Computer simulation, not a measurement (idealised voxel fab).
Proc. module: voxel wiring stack
FYI the section here is cut, 245 nm wide, cells are 5 nm squares.
The cross-sections in this document take the form of a grid made of square cells. They are written out as bands, in order from top to bottom. Each band consists of one or more rows of cells.
Within each band entry, the heights of the top and of the bottom of the band appear first, in that order and in nm; the materials of the band then follow from left to right, each with its corresponding width in nm. The designation "throughout" on a single material indicates that it fills the band from edge to edge; the designation "air" indicates empty space.
Counting heights begins at 0, where everything beneath is, in the wafer as received, one material. The lowest band has no bottom; it goes on downwards, as "0 and below" shows.
The width entry "30..40" should be interpreted row by row: the top row of cells in the band takes the first number, the bottom row takes the second number, and the change between adjacent rows is uniform throughout.
Where the words "everything unchanged" appear for a step, the cross-section shows no cell changed by that step; every cell remained as before.
"Unvented voids" - sealed voids, min. 8 cells, no opening to top; format: width x height at distance (distance from left edge; nm throughout).
Note: text after step settings on the step line = simulator remark on that step.
The line of a step may include "overlay nm". On a step with a mask, this value is how far to the right of its planned place the mask lay. A negative value means the mask lay to the left.
In what follows, pairs of cross-sections are presented, each taken before and after one process step, with the after cross-section shown only down to the lowest band that was altered; the step, together with its settings, is stated below the pair. The pairs may stem from different runs of this module on the same starting wafer; accordingly, a pair should be taken as continuing from the one above it solely where its entry headed "Pre-step condition" indicates as much.

# Pre-step condition
	105 down to 90 = SiO2: 60 | air: 15 | SiO2: 20 | air: 15 | SiO2: 20 | air: 15 | SiO2: 20 | air: 15 | SiO2: 65
	90 down to 85 = SiCN throughout
	85 down to 65 = SiO2: 75 | Ru: 5 | SiO2: 15 | Ru: 20 | SiO2: 30 | Ru: 5 | SiO2: 15 | Ru: 20 | SiO2: 60
	65 down to 60 = SiO2: 75 | TiN: 5 | SiO2: 15 | TiN: 20 | SiO2: 30 | TiN: 5 | SiO2: 15 | TiN: 20 | SiO2: 60
	60 down to 40 = SiO2: 60 | Ru: 15 | SiO2: 55 | Ru: 15 | SiO2: 100
	40 down to 35 = SiCN: 60 | TiN: 15 | SiCN: 55 | TiN: 15 | SiCN: 100
	35 down to 30 = SiO2 throughout
	30 down to 25 = SiO2: 55 | SiN: 30 | SiO2: 5 | SiN: 30 | SiO2: 5 | SiN: 30 | SiO2: 5 | SiN: 30 | SiO2: 55
	25 down to 5 = SiO2: 55 | SiN: 5 | Ru: 20 | SiN: 5 | SiO2: 5 | SiN: 5 | Ru: 20 | SiN: 5 | SiO2: 5 | SiN: 5 | Ru: 20 | SiN: 5 | SiO2: 5 | SiN: 5 | Ru: 20 | SiN: 5 | SiO2: 55
	5 down to 0 = SiN: 60 | TiN: 20 | SiN: 15 | TiN: 20 | SiN: 15 | TiN: 20 | SiN: 15 | TiN: 20 | SiN: 60
	0 and below = Si throughout
	Unvented voids: none

# Cross-Section Thereafter
	105 down to 90 = SiO2: 60 | air: 15 | SiO2: 20 | air: 15 | SiO2: 20 | air: 15 | SiO2: 20 | air: 15 | SiO2: 65
	90 down to 85 = SiCN: 60 | air: 15 | SiCN: 20 | air: 15 | SiCN: 20 | air: 15 | SiCN: 20 | air: 15 | SiCN: 65
	Below 85, no change.
	Unvented voids: none
The step that takes the structure from the upper cross-section to the lower one is MASKED_ETCH [tone open] [mask id PLUG_2] [width nm 15] [pitch nm 35] [etch materials SiCN] [depth nm 5] [overlay nm 0]

Pre-step condition: as shown after the step in the preceding pair, directly above.

# Cross-Section Thereafter
	110 down to 105 = TiN: 65 | air: 5 | TiN: 30 | air: 5 | TiN: 30 | air: 5 | TiN: 30 | air: 5 | TiN: 70
	105 down to 90 = SiO2: 60 | TiN: 5 | air: 5 | TiN: 5 | SiO2: 20 | TiN: 5 | air: 5 | TiN: 5 | SiO2: 20 | TiN: 5 | air: 5 | TiN: 5 | SiO2: 20 | TiN: 5 | air: 5 | TiN: 5 | SiO2: 65
	90 down to 85 = SiCN: 60 | TiN: 15 | SiCN: 20 | TiN: 15 | SiCN: 20 | TiN: 15 | SiCN: 20 | TiN: 15 | SiCN: 65
	Below 85, no change.
	Unvented voids: none
The step that takes the structure from the upper cross-section to the lower one is CONFORMAL_DEP [material TiN] [thk nm 5]

Pre-step condition: as shown after the step in the preceding pair, directly above.

# Cross-Section Thereafter
	115 down to 110 = W throughout
	110 down to 105 = TiN: 65 | W: 5 | TiN: 30 | W: 5 | TiN: 30 | W: 5 | TiN: 30 | W: 5 | TiN: 70
	105 down to 90 = SiO2: 60 | TiN: 5 | W: 5 | TiN: 5 | SiO2: 20 | TiN: 5 | W: 5 | TiN: 5 | SiO2: 20 | TiN: 5 | W: 5 | TiN: 5 | SiO2: 20 | TiN: 5 | W: 5 | TiN: 5 | SiO2: 65
	Below 90, no change.
	Unvented voids: none
The step that takes the structure from the upper cross-section to the lower one is FILL_DEP [material W] [thk nm 5]

Pre-step condition: as shown after the step in the preceding pair, directly above.

# Cross-Section Thereafter
	105 down to 90 = SiO2: 60 | TiN: 5 | W: 5 | TiN: 5 | SiO2: 20 | TiN: 5 | W: 5 | TiN: 5 | SiO2: 20 | TiN: 5 | W: 5 | TiN: 5 | SiO2: 20 | TiN: 5 | W: 5 | TiN: 5 | SiO2: 65
	Below 90, no change.
	Unvented voids: none
The step that takes the structure from the upper cross-section to the lower one is CMP [height nm 105]

Pre-step condition: as shown after the step in the preceding pair, directly above.

# Cross-Section Thereafter
	110 down to 105 = TiN throughout
	Below 105, no change.
	Unvented voids: none
The step that takes the structure from the upper cross-section to the lower one is DIRECTIONAL_DEP [material TiN] [thk nm 5]

Pre-step condition: as shown after the step in the preceding pair, directly above.

# Cross-Section Thereafter
	135 down to 110 = W throughout
	Below 110, no change.
	Unvented voids: none
The step that takes the structure from the upper cross-section to the lower one is DIRECTIONAL_DEP [material W] [thk nm 25]

Pre-step condition: as shown after the step in the preceding pair, directly above.

# Cross-Section Thereafter
	155 down to 135 = air: 60 | resist: 20 | air: 15 | resist: 20 | air: 15 | resist: 20 | air: 15 | resist: 20 | air: 60
	Below 135, no change.
	Unvented voids: none
The step that takes the structure from the upper cross-section to the lower one is PATTERN [tone cover] [mask id METAL_3] [material resist] [width nm 20] [pitch nm 35] [thk nm 20] [overlay nm 0]

Pre-step condition: as shown after the step in the preceding pair, directly above.

# Cross-Section Thereafter
	155 down to 135 = air: 60 | resist: 20 | air: 15 | resist: 20 | air: 15 | resist: 20 | air: 15 | resist: 20 | air: 60
	135 down to 110 = air: 60 | W: 20 | air: 15 | W: 20 | air: 15 | W: 20 | air: 15 | W: 20 | air: 60
	Below 110, no change.
	Unvented voids: none
The step that takes the structure from the upper cross-section to the lower one is DIRECTIONAL_ETCH [etch materials W] [depth nm 25]

Pre-step condition: as shown after the step in the preceding pair, directly above.

# Cross-Section Thereafter
	155 down to 135 = air: 60 | resist: 20 | air: 15 | resist: 20 | air: 15 | resist: 20 | air: 15 | resist: 20 | air: 60
	135 down to 110 = air: 60 | W: 20 | air: 15 | W: 20 | air: 15 | W: 20 | air: 15 | W: 20 | air: 60
	110 down to 105 = air: 60 | TiN: 20 | air: 15 | TiN: 20 | air: 15 | TiN: 20 | air: 15 | TiN: 20 | air: 60
	Below 105, no change.
	Unvented voids: none
The step that takes the structure from the upper cross-section to the lower one is DIRECTIONAL_ETCH [etch materials TiN] [depth nm 5]

Pre-step condition: as shown after the step in the preceding pair, directly above.

# Cross-Section Thereafter
	135 down to 110 = air: 60 | W: 20 | air: 15 | W: 20 | air: 15 | W: 20 | air: 15 | W: 20 | air: 60
	Below 110, no change.
	Unvented voids: none
The step that takes the structure from the upper cross-section to the lower one is STRIP [etch materials resist]

Pre-step condition: as shown after the step in the preceding pair, directly above.

# Cross-Section Thereafter
	140 down to 135 = SiO2 throughout
	135 down to 110 = SiO2: 60 | W: 20 | SiO2: 15 | W: 20 | SiO2: 15 | W: 20 | SiO2: 15 | W: 20 | SiO2: 60
	110 down to 105 = SiO2: 60 | TiN: 20 | SiO2: 15 | TiN: 20 | SiO2: 15 | TiN: 20 | SiO2: 15 | TiN: 20 | SiO2: 60
	Below 105, no change.
	Unvented voids: none
The step that takes the structure from the upper cross-section to the lower one is FILL_DEP [material SiO2] [thk nm 5]

Pre-step condition: as shown after the step in the preceding pair, directly above.

# Cross-Section Thereafter
	135 down to 110 = SiO2: 60 | W: 20 | SiO2: 15 | W: 20 | SiO2: 15 | W: 20 | SiO2: 15 | W: 20 | SiO2: 60
	Below 110, no change.
	Unvented voids: none
The step that takes the structure from the upper cross-section to the lower one is CMP [height nm 135]

Pre-step condition: as shown after the step in the preceding pair, directly above.

# Cross-Section Thereafter
	140 down to 135 = SiN throughout
	Below 135, no change.
	Unvented voids: none
The step that takes the structure from the upper cross-section to the lower one is CONFORMAL_DEP [material SiN] [thk nm 5]

# Pre-step condition
	60 down to 55 = SiO2: 60 | air: 15 | SiO2: 55 | air: 15 | SiO2: 100
	55 down to 40 = SiO2: 60 | Ru: 15 | SiO2: 55 | Ru: 15 | SiO2: 100
	40 down to 35 = SiCN: 60 | Ru: 15 | SiCN: 55 | Ru: 15 | SiCN: 100
	35 down to 15 = SiO2: 55 | SiN: 5 | Ru: 20 | SiN: 5 | SiO2: 5 | SiN: 5 | Ru: 20 | SiN: 5 | SiO2: 5 | SiN: 5 | Ru: 20 | SiN: 5 | SiO2: 5 | SiN: 5 | Ru: 20 | SiN: 5 | SiO2: 55
	15 down to 10 = SiN: 60 | TiN: 20 | SiN: 15 | TiN: 20 | SiN: 15 | TiN: 20 | SiN: 15 | TiN: 20 | SiN: 60
	10 down to 0 = SiO2 throughout
	0 and below = Si throughout
	Unvented voids: none

# Cross-Section Thereafter
	65 down to 60 = air: 55 | Ru: 25 | air: 45 | Ru: 25 | air: 95
	60 down to 40 = SiO2: 60 | Ru: 15 | SiO2: 55 | Ru: 15 | SiO2: 100
	Below 40, no change.
	Unvented voids: none
The step that takes the structure from the upper cross-section to the lower one is EPI [material Ru] [thk nm 10]

Pre-step condition: as shown after the step in the preceding pair, directly above.

# Cross-Section Thereafter
	70 down to 60 = air: 50 | Ru: 35 | air: 35 | Ru: 35 | air: 90
	Below 60, no change.
	Unvented voids: none
The step that takes the structure from the upper cross-section to the lower one is EPI [material Ru] [thk nm 5]

Pre-step condition: as shown after the step in the preceding pair, directly above.

# Cross-Section Thereafter
	75 down to 70 = air: 50 | TiN: 35 | air: 35 | TiN: 35 | air: 90
	70 down to 65 = air: 50 | Ru: 35 | air: 35 | Ru: 35 | air: 90
	65 down to 60 = TiN: 50 | Ru: 35 | TiN: 35 | Ru: 35 | TiN: 90
	Below 60, no change.
	Unvented voids: none
The step that takes the structure from the upper cross-section to the lower one is DIRECTIONAL_DEP [material TiN] [thk nm 5]

Pre-step condition: as shown after the step in the preceding pair, directly above.

# Cross-Section Thereafter
	95 down to 85 = air: 50 | Ru: 35 | air: 35 | Ru: 35 | air: 90
	85 down to 75 = Ru throughout
	75 down to 70 = Ru: 50 | TiN: 35 | Ru: 35 | TiN: 35 | Ru: 90
	70 down to 65 = Ru throughout
	Below 65, no change.
	Unvented voids: none
The step that takes the structure from the upper cross-section to the lower one is DIRECTIONAL_DEP [material Ru] [thk nm 20]

Pre-step condition: as shown after the step in the preceding pair, directly above.

# Cross-Section Thereafter
	95 down to 85 = air: 60 | Ru: 20 | air: 50 | Ru: 20 | air: 95
	85 down to 75 = air: 60 | Ru: 20 | air: 15 | Ru: 20 | air: 15 | Ru: 20 | air: 15 | Ru: 20 | air: 60
	75 down to 70 = air: 50 | TiN: 35 | air: 10 | Ru: 20 | air: 5 | TiN: 35 | air: 10 | Ru: 20 | air: 60
	70 down to 65 = air: 50 | Ru: 35 | air: 10 | Ru: 20 | air: 5 | Ru: 35 | air: 10 | Ru: 20 | air: 60
	Below 65, no change.
	Unvented voids: none
The step that takes the structure from the upper cross-section to the lower one is MASKED_ETCH [tone cover] [mask id METAL_2] [width nm 20] [pitch nm 35] [etch materials Ru] [depth nm 20] [overlay nm 0]

Pre-step condition: as shown after the step in the preceding pair, directly above.

# Cross-Section Thereafter
	95 down to 85 = air: 60 | Ru: 20 | air: 50 | Ru: 20 | air: 95
	85 down to 75 = air: 60 | Ru: 20 | air: 15 | Ru: 20 | air: 15 | Ru: 20 | air: 15 | Ru: 20 | air: 60
	75 down to 70 = air: 60 | TiN: 20 | air: 15 | Ru: 20 | air: 15 | TiN: 20 | air: 15 | Ru: 20 | air: 60
	70 down to 65 = air: 50 | Ru: 35 | air: 10 | Ru: 20 | air: 5 | Ru: 35 | air: 10 | Ru: 20 | air: 60
	65 down to 60 = air: 50 | Ru: 35 | air: 10 | TiN: 20 | air: 5 | Ru: 35 | air: 10 | TiN: 20 | air: 60
	Below 60, no change.
	Unvented voids: none
The step that takes the structure from the upper cross-section to the lower one is MASKED_ETCH [tone cover] [mask id METAL_2] [width nm 20] [pitch nm 35] [etch materials TiN] [depth nm 5] [overlay nm 0]

Pre-step condition: as shown after the step in the preceding pair, directly above.

# Cross-Section Thereafter
	105 down to 95 = SiO2 throughout
	95 down to 85 = SiO2: 60 | Ru: 20 | SiO2: 50 | Ru: 20 | SiO2: 95
	85 down to 75 = SiO2: 60 | Ru: 20 | SiO2: 15 | Ru: 20 | SiO2: 15 | Ru: 20 | SiO2: 15 | Ru: 20 | SiO2: 60
	75 down to 70 = SiO2: 60 | TiN: 20 | SiO2: 15 | Ru: 20 | SiO2: 15 | TiN: 20 | SiO2: 15 | Ru: 20 | SiO2: 60
	70 down to 65 = SiO2: 50 | Ru: 35 | SiO2: 10 | Ru: 20 | SiO2: 5 | Ru: 35 | SiO2: 10 | Ru: 20 | SiO2: 60
	65 down to 60 = SiO2: 50 | Ru: 35 | SiO2: 10 | TiN: 20 | SiO2: 5 | Ru: 35 | SiO2: 10 | TiN: 20 | SiO2: 60
	Below 60, no change.
	Unvented voids: none
The step that takes the structure from the upper cross-section to the lower one is FILL_DEP [material SiO2] [thk nm 10]

Pre-step condition: as shown after the step in the preceding pair, directly above.

# Cross-Section Thereafter
	85 down to 75 = SiO2: 60 | Ru: 20 | SiO2: 15 | Ru: 20 | SiO2: 15 | Ru: 20 | SiO2: 15 | Ru: 20 | SiO2: 60
	Below 75, no change.
	Unvented voids: none
The step that takes the structure from the upper cross-section to the lower one is CMP [height nm 85]

Pre-step condition: as shown after the step in the preceding pair, directly above.

# Cross-Section Thereafter
	90 down to 85 = SiCN throughout
	Below 85, no change.
	Unvented voids: none
The step that takes the structure from the upper cross-section to the lower one is CONFORMAL_DEP [material SiCN] [thk nm 5]

Pre-step condition: as shown after the step in the preceding pair, directly above.

# Cross-Section Thereafter
	105 down to 90 = SiO2 throughout
	Below 90, no change.
	Unvented voids: none
The step that takes the structure from the upper cross-section to the lower one is DIRECTIONAL_DEP [material SiO2] [thk nm 15]

Pre-step condition: as shown after the step in the preceding pair, directly above.

# Cross-Section Thereafter
	105 down to 90 = SiO2: 60 | air: 15 | SiO2: 20 | air: 15 | SiO2: 20 | air: 15 | SiO2: 20 | air: 15 | SiO2: 65
	Below 90, no change.
	Unvented voids: none
The step that takes the structure from the upper cross-section to the lower one is MASKED_ETCH [tone open] [mask id PLUG_2] [width nm 15] [pitch nm 35] [etch materials SiO2] [depth nm 15] [overlay nm 0]

Pre-step condition: as shown after the step in the preceding pair, directly above.

# Cross-Section Thereafter
	105 down to 90 = SiO2: 60 | air: 15 | SiO2: 20 | air: 15 | SiO2: 20 | air: 15 | SiO2: 20 | air: 15 | SiO2: 65
	90 down to 85 = SiCN: 60 | air: 15 | SiCN: 20 | air: 15 | SiCN: 20 | air: 15 | SiCN: 20 | air: 15 | SiCN: 65
	Below 85, no change.
	Unvented voids: none
The step that takes the structure from the upper cross-section to the lower one is MASKED_ETCH [tone open] [mask id PLUG_2] [width nm 15] [pitch nm 35] [etch materials SiCN] [depth nm 5] [overlay nm 0]

Pre-step condition: as shown after the step in the preceding pair, directly above.

# Cross-Section Thereafter
	110 down to 105 = TiN: 65 | air: 5 | TiN: 30 | air: 5 | TiN: 30 | air: 5 | TiN: 30 | air: 5 | TiN: 70
	105 down to 90 = SiO2: 60 | TiN: 5 | air: 5 | TiN: 5 | SiO2: 20 | TiN: 5 | air: 5 | TiN: 5 | SiO2: 20 | TiN: 5 | air: 5 | TiN: 5 | SiO2: 20 | TiN: 5 | air: 5 | TiN: 5 | SiO2: 65
	90 down to 85 = SiCN: 60 | TiN: 15 | SiCN: 20 | TiN: 15 | SiCN: 20 | TiN: 15 | SiCN: 20 | TiN: 15 | SiCN: 65
	Below 85, no change.
	Unvented voids: none
The step that takes the structure from the upper cross-section to the lower one is CONFORMAL_DEP [material TiN] [thk nm 5]

Pre-step condition: as shown after the step in the preceding pair, directly above.

# Cross-Section Thereafter
	115 down to 110 = W throughout
	110 down to 105 = TiN: 65 | W: 5 | TiN: 30 | W: 5 | TiN: 30 | W: 5 | TiN: 30 | W: 5 | TiN: 70
	105 down to 90 = SiO2: 60 | TiN: 5 | W: 5 | TiN: 5 | SiO2: 20 | TiN: 5 | W: 5 | TiN: 5 | SiO2: 20 | TiN: 5 | W: 5 | TiN: 5 | SiO2: 20 | TiN: 5 | W: 5 | TiN: 5 | SiO2: 65
	Below 90, no change.
	Unvented voids: none
The step that takes the structure from the upper cross-section to the lower one is FILL_DEP [material W] [thk nm 5]

Pre-step condition: as shown after the step in the preceding pair, directly above.

# Cross-Section Thereafter
	105 down to 90 = SiO2: 60 | TiN: 5 | W: 5 | TiN: 5 | SiO2: 20 | TiN: 5 | W: 5 | TiN: 5 | SiO2: 20 | TiN: 5 | W: 5 | TiN: 5 | SiO2: 20 | TiN: 5 | W: 5 | TiN: 5 | SiO2: 65
	Below 90, no change.
	Unvented voids: none
The step that takes the structure from the upper cross-section to the lower one is CMP [height nm 105]

Pre-step condition: as shown after the step in the preceding pair, directly above.

# Cross-Section Thereafter
	110 down to 105 = TiN throughout
	Below 105, no change.
	Unvented voids: none
The step that takes the structure from the upper cross-section to the lower one is DIRECTIONAL_DEP [material TiN] [thk nm 5]

Pre-step condition: as shown after the step in the preceding pair, directly above.

# Cross-Section Thereafter
	135 down to 110 = W throughout
	Below 110, no change.
	Unvented voids: none
The step that takes the structure from the upper cross-section to the lower one is DIRECTIONAL_DEP [material W] [thk nm 25]

Pre-step condition: as shown after the step in the preceding pair, directly above.

# Cross-Section Thereafter
	155 down to 135 = air: 60 | resist: 20 | air: 15 | resist: 20 | air: 15 | resist: 20 | air: 15 | resist: 20 | air: 60
	Below 135, no change.
	Unvented voids: none
The step that takes the structure from the upper cross-section to the lower one is PATTERN [tone cover] [mask id METAL_3] [material resist] [width nm 20] [pitch nm 35] [thk nm 20] [overlay nm 0]

Pre-step condition: as shown after the step in the preceding pair, directly above.

# Cross-Section Thereafter
	155 down to 135 = air: 60 | resist: 20 | air: 15 | resist: 20 | air: 15 | resist: 20 | air: 15 | resist: 20 | air: 60
	135 down to 110 = air: 60 | W: 20 | air: 15 | W: 20 | air: 15 | W: 20 | air: 15 | W: 20 | air: 60
	Below 110, no change.
	Unvented voids: none
The step that takes the structure from the upper cross-section to the lower one is DIRECTIONAL_ETCH [etch materials W] [depth nm 25]

Pre-step condition: as shown after the step in the preceding pair, directly above.

# Cross-Section Thereafter
	155 down to 135 = air: 60 | resist: 20 | air: 15 | resist: 20 | air: 15 | resist: 20 | air: 15 | resist: 20 | air: 60
	135 down to 110 = air: 60 | W: 20 | air: 15 | W: 20 | air: 15 | W: 20 | air: 15 | W: 20 | air: 60
	110 down to 105 = air: 60 | TiN: 20 | air: 15 | TiN: 20 | air: 15 | TiN: 20 | air: 15 | TiN: 20 | air: 60
	Below 105, no change.
	Unvented voids: none
The step that takes the structure from the upper cross-section to the lower one is DIRECTIONAL_ETCH [etch materials TiN] [depth nm 5]

Pre-step condition: as shown after the step in the preceding pair, directly above.

# Cross-Section Thereafter
	135 down to 110 = air: 60 | W: 20 | air: 15 | W: 20 | air: 15 | W: 20 | air: 15 | W: 20 | air: 60
	Below 110, no change.
	Unvented voids: none
The step that takes the structure from the upper cross-section to the lower one is STRIP [etch materials resist]

Pre-step condition: as shown after the step in the preceding pair, directly above.

# Cross-Section Thereafter
	140 down to 135 = SiO2 throughout
	135 down to 110 = SiO2: 60 | W: 20 | SiO2: 15 | W: 20 | SiO2: 15 | W: 20 | SiO2: 15 | W: 20 | SiO2: 60
	110 down to 105 = SiO2: 60 | TiN: 20 | SiO2: 15 | TiN: 20 | SiO2: 15 | TiN: 20 | SiO2: 15 | TiN: 20 | SiO2: 60
	Below 105, no change.
	Unvented voids: none
The step that takes the structure from the upper cross-section to the lower one is FILL_DEP [material SiO2] [thk nm 5]

Pre-step condition: as shown after the step in the preceding pair, directly above.

# Cross-Section Thereafter
	135 down to 110 = SiO2: 60 | W: 20 | SiO2: 15 | W: 20 | SiO2: 15 | W: 20 | SiO2: 15 | W: 20 | SiO2: 60
	Below 110, no change.
	Unvented voids: none
The step that takes the structure from the upper cross-section to the lower one is CMP [height nm 135]

Pre-step condition: as shown after the step in the preceding pair, directly above.

# Cross-Section Thereafter
	140 down to 135 = SiN throughout
	Below 135, no change.
	Unvented voids: none
The step that takes the structure from the upper cross-section to the lower one is CONFORMAL_DEP [material SiN] [thk nm 5]

# Pre-step condition
	5 down to 0 = TiN throughout
	0 and below = Si throughout
	Unvented voids: none

# Cross-Section Thereafter
	15 down to 5 = SiO2 throughout
	Below 5, no change.
	Unvented voids: none
The step that takes the structure from the upper cross-section to the lower one is CONFORMAL_DEP [material SiO2] [thk nm 10]

Pre-step condition: as shown after the step in the preceding pair, directly above.

# Cross-Section Thereafter
	35 down to 15 = Ru throughout
	Below 15, no change.
	Unvented voids: none
The step that takes the structure from the upper cross-section to the lower one is DIRECTIONAL_DEP [material Ru] [thk nm 20]

Pre-step condition: as shown after the step in the preceding pair, directly above.

# Cross-Section Thereafter
	50 down to 35 = air: 60 | resist: 20 | air: 15 | resist: 20 | air: 15 | resist: 20 | air: 15 | resist: 20 | air: 60
	Below 35, no change.
	Unvented voids: none
The step that takes the structure from the upper cross-section to the lower one is PATTERN [tone cover] [mask id METAL_1] [material resist] [width nm 20] [pitch nm 35] [thk nm 15] [overlay nm 0]

Pre-step condition: as shown after the step in the preceding pair, directly above.

# Cross-Section Thereafter
	50 down to 35 = air: 60 | resist: 20 | air: 15 | resist: 20 | air: 15 | resist: 20 | air: 15 | resist: 20 | air: 60
	35 down to 15 = air: 60 | Ru: 20 | air: 15 | Ru: 20 | air: 15 | Ru: 20 | air: 15 | Ru: 20 | air: 60
	Below 15, no change.
	Unvented voids: none
The step that takes the structure from the upper cross-section to the lower one is DIRECTIONAL_ETCH [etch materials Ru] [depth nm 20]

Pre-step condition: as shown after the step in the preceding pair, directly above.

# Cross-Section Thereafter
	35 down to 15 = air: 60 | Ru: 20 | air: 15 | Ru: 20 | air: 15 | Ru: 20 | air: 15 | Ru: 20 | air: 60
	Below 15, no change.
	Unvented voids: none
The step that takes the structure from the upper cross-section to the lower one is STRIP [etch materials resist]

Pre-step condition: as shown after the step in the preceding pair, directly above.

# Cross-Section Thereafter
	40 down to 35 = air: 55 | SiN: 30 | air: 5 | SiN: 30 | air: 5 | SiN: 30 | air: 5 | SiN: 30 | air: 55
	35 down to 20 = air: 55 | SiN: 5 | Ru: 20 | SiN: 5 | air: 5 | SiN: 5 | Ru: 20 | SiN: 5 | air: 5 | SiN: 5 | Ru: 20 | SiN: 5 | air: 5 | SiN: 5 | Ru: 20 | SiN: 5 | air: 55
	20 down to 15 = SiN: 60 | Ru: 20 | SiN: 15 | Ru: 20 | SiN: 15 | Ru: 20 | SiN: 15 | Ru: 20 | SiN: 60
	Below 15, no change.
	Unvented voids: none
The step that takes the structure from the upper cross-section to the lower one is CONFORMAL_DEP [material SiN] [thk nm 5]

Pre-step condition: as shown after the step in the preceding pair, directly above.

# Cross-Section Thereafter
	45 down to 40 = SiO2 throughout
	40 down to 35 = SiO2: 55 | SiN: 30 | SiO2: 5 | SiN: 30 | SiO2: 5 | SiN: 30 | SiO2: 5 | SiN: 30 | SiO2: 55
	35 down to 20 = SiO2: 55 | SiN: 5 | Ru: 20 | SiN: 5 | SiO2: 5 | SiN: 5 | Ru: 20 | SiN: 5 | SiO2: 5 | SiN: 5 | Ru: 20 | SiN: 5 | SiO2: 5 | SiN: 5 | Ru: 20 | SiN: 5 | SiO2: 55
	Below 20, no change.
	Unvented voids: none
The step that takes the structure from the upper cross-section to the lower one is FILL_DEP [material SiO2] [thk nm 5]

Pre-step condition: as shown after the step in the preceding pair, directly above.

# Cross-Section Thereafter
	35 down to 20 = SiO2: 55 | SiN: 5 | Ru: 20 | SiN: 5 | SiO2: 5 | SiN: 5 | Ru: 20 | SiN: 5 | SiO2: 5 | SiN: 5 | Ru: 20 | SiN: 5 | SiO2: 5 | SiN: 5 | Ru: 20 | SiN: 5 | SiO2: 55
	Below 20, no change.
	Unvented voids: none
The step that takes the structure from the upper cross-section to the lower one is CMP [height nm 35]

Pre-step condition: as shown after the step in the preceding pair, directly above.

# Cross-Section Thereafter
	40 down to 35 = SiCN throughout
	Below 35, no change.
	Unvented voids: none
The step that takes the structure from the upper cross-section to the lower one is CONFORMAL_DEP [material SiCN] [thk nm 5]

Pre-step condition: as shown after the step in the preceding pair, directly above.

# Cross-Section Thereafter
	60 down to 40 = SiO2 throughout
	Below 40, no change.
	Unvented voids: none
The step that takes the structure from the upper cross-section to the lower one is DIRECTIONAL_DEP [material SiO2] [thk nm 20]

Pre-step condition: as shown after the step in the preceding pair, directly above.

# Cross-Section Thereafter
	75 down to 60 = aC throughout
	Below 60, no change.
	Unvented voids: none
The step that takes the structure from the upper cross-section to the lower one is DIRECTIONAL_DEP [material aC] [thk nm 15]

Pre-step condition: as shown after the step in the preceding pair, directly above.

# Cross-Section Thereafter
	105 down to 75 = resist: 60 | air: 15 | resist: 55 | air: 15 | resist: 100
	Below 75, no change.
	Unvented voids: none
The step that takes the structure from the upper cross-section to the lower one is PATTERN [tone open] [mask id PLUG_1] [material resist] [width nm 15] [pitch nm 70] [thk nm 30] [overlay nm 0]

Pre-step condition: as shown after the step in the preceding pair, directly above.

# Cross-Section Thereafter
	90 down to 75 = resist: 60 | air: 15 | resist: 55 | air: 15 | resist: 100
	75 down to 60 = aC: 60 | air: 15 | aC: 55 | air: 15 | aC: 100
	Below 60, no change.
	Unvented voids: none
The step that takes the structure from the upper cross-section to the lower one is DIRECTIONAL_ETCH [etch materials aC] [depth nm 15]

Pre-step condition: as shown after the step in the preceding pair, directly above.

# Cross-Section Thereafter
	75 down to 60 = aC: 60 | air: 15 | aC: 55 | air: 15 | aC: 100
	Below 60, no change.
	Unvented voids: none
The step that takes the structure from the upper cross-section to the lower one is STRIP [etch materials resist]

Pre-step condition: as shown after the step in the preceding pair, directly above.

# Cross-Section Thereafter
	75 down to 60 = aC: 60 | air: 15 | aC: 55 | air: 15 | aC: 100
	60 down to 40 = SiO2: 60 | air: 15 | SiO2: 55 | air: 15 | SiO2: 100
	Below 40, no change.
	Unvented voids: none
The step that takes the structure from the upper cross-section to the lower one is DIRECTIONAL_ETCH [etch materials SiO2] [depth nm 20]

Pre-step condition: as shown after the step in the preceding pair, directly above.

# Cross-Section Thereafter
	75 down to 60 = aC: 60 | air: 15 | aC: 55 | air: 15 | aC: 100
	60 down to 40 = SiO2: 60 | air: 15 | SiO2: 55 | air: 15 | SiO2: 100
	40 down to 35 = SiCN: 60 | air: 15 | SiCN: 55 | air: 15 | SiCN: 100
	Below 35, no change.
	Unvented voids: none
The step that takes the structure from the upper cross-section to the lower one is DIRECTIONAL_ETCH [etch materials SiCN] [depth nm 5]

Pre-step condition: as shown after the step in the preceding pair, directly above.

# Cross-Section Thereafter
	60 down to 40 = SiO2: 60 | air: 15 | SiO2: 55 | air: 15 | SiO2: 100
	Below 40, no change.
	Unvented voids: none
The step that takes the structure from the upper cross-section to the lower one is STRIP [etch materials aC]

Pre-step condition: as shown after the step in the preceding pair, directly above.

# Cross-Section Thereafter
	60 down to 45 = SiO2: 60 | air: 15 | SiO2: 55 | air: 15 | SiO2: 100
	45 down to 40 = SiO2: 60 | Ru: 15 | SiO2: 55 | Ru: 15 | SiO2: 100
	40 down to 35 = SiCN: 60 | Ru: 15 | SiCN: 55 | Ru: 15 | SiCN: 100
	Below 35, no change.
	Unvented voids: none
The step that takes the structure from the upper cross-section to the lower one is EPI [material Ru] [thk nm 10]

Pre-step condition: as shown after the step in the preceding pair, directly above.

# Cross-Section Thereafter
	60 down to 55 = SiO2: 60 | air: 15 | SiO2: 55 | air: 15 | SiO2: 100
	55 down to 40 = SiO2: 60 | Ru: 15 | SiO2: 55 | Ru: 15 | SiO2: 100
	Below 40, no change.
	Unvented voids: none
The step that takes the structure from the upper cross-section to the lower one is EPI [material Ru] [thk nm 10]

Pre-step condition: as shown after the step in the preceding pair, directly above.

# Cross-Section Thereafter
	60 down to 40 = SiO2: 60 | Ru: 15 | SiO2: 55 | Ru: 15 | SiO2: 100
	Below 40, no change.
	Unvented voids: none
The step that takes the structure from the upper cross-section to the lower one is EPI [material Ru] [thk nm 5]

Pre-step condition: as shown after the step in the preceding pair, directly above.

# Cross-Section Thereafter
	65 down to 60 = TiN throughout
	Below 60, no change.
	Unvented voids: none
The step that takes the structure from the upper cross-section to the lower one is DIRECTIONAL_DEP [material TiN] [thk nm 5]

Pre-step condition: as shown after the step in the preceding pair, directly above.

# Cross-Section Thereafter
	85 down to 65 = Ru throughout
	Below 65, no change.
	Unvented voids: none
The step that takes the structure from the upper cross-section to the lower one is DIRECTIONAL_DEP [material Ru] [thk nm 20]

Pre-step condition: as shown after the step in the preceding pair, directly above.

# Cross-Section Thereafter
	85 down to 65 = air: 60 | Ru: 20 | air: 15 | Ru: 20 | air: 15 | Ru: 20 | air: 15 | Ru: 20 | air: 60
	Below 65, no change.
	Unvented voids: none
The step that takes the structure from the upper cross-section to the lower one is MASKED_ETCH [tone cover] [mask id METAL_2] [width nm 20] [pitch nm 35] [etch materials Ru] [depth nm 20] [overlay nm 0]
